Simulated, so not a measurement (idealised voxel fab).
A process module follows: voxel tone inversion.
Section shown: cut. Width: 230 nm. Cell size: 5 nm, square.
Square cells in a grid make up a cross-section in this document, and the grid is given as bands, listed from the top down, each one or more rows of cells. A band entry consists of two parts. The first gives the height of the band's top and the height of its bottom, in nm. The rest lists the band's materials from left to right, each with its width in nm. A single material labelled with the word "everywhere" fills the band from edge to edge, and the word "air" marks empty space. Ref level 0: as-received wafer is one material below here. Bottom band extends down with no lower bound ("0 nm and below"). Width: "30..40" (first number = top row, second number = bottom row, same change from row to row of cells). Key: "everything unchanged" - step with no changed cell in the cross-section. Listed in "Entrapped voids": every empty space of 8 or more cells without an open way to the top. Form: width x height at distance, the distance being from the left edge, all in nm. Past the settings on a step's line: simulator remark, on that step. The optional step-line setting "overlay nm" applies to steps with a mask and quantifies how far to the right of its planned location the mask lay, a negative value indicating leftward placement.

plan
- 1: RECEIVE | material Si
- 2: CONFORMAL_DEP | material SiN | thk nm 10
- 3: DIRECTIONAL_DEP | material polySi | thk nm 20
- 4: PATTERN | tone cover | mask id POSTS | material resist | width nm 15 | pitch nm 40 | thk nm 25 | overlay nm 0
- 5: DIRECTIONAL_ETCH | etch materials polySi | depth nm 20
- 6: STRIP | etch materials resist
- 7: FILL_DEP | material SiO2 | thk nm 5
- 8: CMP | height nm 30
- 9: STRIP | etch materials polySi

The cross-section here shows the wafer as received, i.e. in its state after step 1
  0 nm and below | Si everywhere
  Entrapped voids: none

End-of-module cross-section of the first of two wafers, processed as planned
  30 nm to 10 nm | SiO2: 65 | air: 15 | SiO2: 25 | air: 15 | SiO2: 25 | air: 15 | SiO2: 70
  10 nm to 0 nm | SiN everywhere
  0 nm and below | Si everywhere
  Entrapped voids: none

Here is the second of the two wafers cut open at the end of the module - same start, same plan as the first one, but we made one mistake running it
  30 nm to 10 nm | air: 65 | SiO2: 15 | air: 25 | SiO2: 15 | air: 25 | SiO2: 15 | air: 70
  10 nm to 0 nm | SiN everywhere
  0 nm and below | Si everywhere
  Entrapped voids: none
The mistake made against the process plan was this: heads up, step 4 didn't go per plan, it actually ran as PATTERN | tone open | mask id POSTS | material resist | width nm 15 | pitch nm 40 | thk nm 25 | overlay nm 0
Final wafer comparison in cells, second versus first, more or fewer per material: -112 SiO2
